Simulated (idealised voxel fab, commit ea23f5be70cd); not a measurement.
process module | voxel fin reveal
cross-section cut | 210 nm wide | cells 5 nm
A cross-section is a grid of square cells, given in bands from the top down. A band is one or more rows of cells.
Each band's line starts with the height of the band's top and of its bottom, in nm. Then come its materials from left to right, each with its width in nm. One material with "throughout" fills the band from edge to edge. "air" is empty space.
Height 0 is the level under which the wafer as received is all one material. The lowest band goes on downwards, as in "0 down".
A width such as "30 to 40" changes by the same amount from each row of cells to the next, from the band's top row to its bottom row.
"no change" after a step means that no cell of the cross-section changed.
closed voids: empty space of 8 cells or more with no open way to the top, each as width x height at its distance from the left edge, in nm
after a step's settings: what the simulator itself notes on the step
overlay nm, on a step with a mask: how far to the right of its planned place the mask lay; to the left if negative
plan
1 op RECEIVE | material Si
2 op CONFORMAL_DEP | material SiN | thk nm 5
3 op PATTERN | tone cover | mask id FINS | material resist | width nm 15 | pitch nm 40 | thk nm 20 | overlay nm 0
4 op DIRECTIONAL_ETCH | etch materials SiN | depth nm 5
5 op DIRECTIONAL_ETCH | etch materials Si | depth nm 35
6 op STRIP | etch materials resist
7 op FILL_DEP | material SiO2 | thk nm 5
8 op CMP | height nm 5
9 op SELECTIVE_ETCH | etch materials SiO2 | depth nm 30
10 op STRIP | etch materials SiN
11 op CONFORMAL_DEP | material HfO2 | thk nm 5
first wafer, as planned
as received, after step 1
  0 down: Si throughout
  closed voids: none
after step 2
  5 to 0: SiN throughout
  below 0: unchanged
after step 3
  25 to 5: air 35 | resist 15 | air 25 | resist 15 | air 25 | resist 15 | air 25 | resist 15 | air 40
  below 5: unchanged
after step 4
  25 to 5: air 35 | resist 15 | air 25 | resist 15 | air 25 | resist 15 | air 25 | resist 15 | air 40
  5 to 0: air 35 | SiN 15 | air 25 | SiN 15 | air 25 | SiN 15 | air 25 | SiN 15 | air 40
  below 0: unchanged
after step 5
  25 to 5: air 35 | resist 15 | air 25 | resist 15 | air 25 | resist 15 | air 25 | resist 15 | air 40
  5 to 0: air 35 | SiN 15 | air 25 | SiN 15 | air 25 | SiN 15 | air 25 | SiN 15 | air 40
  0 to -35: air 35 | Si 15 | air 25 | Si 15 | air 25 | Si 15 | air 25 | Si 15 | air 40
  below -35: unchanged
after step 6
  5 to 0: air 35 | SiN 15 | air 25 | SiN 15 | air 25 | SiN 15 | air 25 | SiN 15 | air 40
  below 0: unchanged
after step 7
  10 to 5: SiO2 throughout
  5 to 0: SiO2 35 | SiN 15 | SiO2 25 | SiN 15 | SiO2 25 | SiN 15 | SiO2 25 | SiN 15 | SiO2 40
  0 to -35: SiO2 35 | Si 15 | SiO2 25 | Si 15 | SiO2 25 | Si 15 | SiO2 25 | Si 15 | SiO2 40
  below -35: unchanged
after step 8
  5 to 0: SiO2 35 | SiN 15 | SiO2 25 | SiN 15 | SiO2 25 | SiN 15 | SiO2 25 | SiN 15 | SiO2 40
  below 0: unchanged
after step 9
  5 to 0: air 35 | SiN 15 | air 25 | SiN 15 | air 25 | SiN 15 | air 25 | SiN 15 | air 40
  0 to -25: air 35 | Si 15 | air 25 | Si 15 | air 25 | Si 15 | air 25 | Si 15 | air 40
  below -25: unchanged
after step 10
  0 to -25: air 35 | Si 15 | air 25 | Si 15 | air 25 | Si 15 | air 25 | Si 15 | air 40
  below -25: unchanged
after step 11
  5 to 0: air 30 | HfO2 25 | air 15 | HfO2 25 | air 15 | HfO2 25 | air 15 | HfO2 25 | air 35
  0 to -20: air 30 | HfO2 5 | Si 15 | HfO2 5 | air 15 | HfO2 5 | Si 15 | HfO2 5 | air 15 | HfO2 5 | Si 15 | HfO2 5 | air 15 | HfO2 5 | Si 15 | HfO2 5 | air 35
  -20 to -25: HfO2 35 | Si 15 | HfO2 25 | Si 15 | HfO2 25 | Si 15 | HfO2 25 | Si 15 | HfO2 40
  below -25: unchanged
second wafer: like start, like plan, one mistake. Through step 10 it matches the first wafer
when step 11 should have ended
  5 to 0: air 30 | SiO2 25 | air 15 | SiO2 25 | air 15 | SiO2 25 | air 15 | SiO2 25 | air 35
  0 to -20: air 30 | SiO2 5 | Si 15 | SiO2 5 | air 15 | SiO2 5 | Si 15 | SiO2 5 | air 15 | SiO2 5 | Si 15 | SiO2 5 | air 15 | SiO2 5 | Si 15 | SiO2 5 | air 35
  -20 to -35: SiO2 35 | Si 15 | SiO2 25 | Si 15 | SiO2 25 | Si 15 | SiO2 25 | Si 15 | SiO2 40
  below -35: unchanged
what went wrong: step 11 ran as: op CONFORMAL_DEP | material SiO2 | thk nm 5
at the end the second wafer has, in cells: 82 fewer of HfO2 | 82 more of SiO2
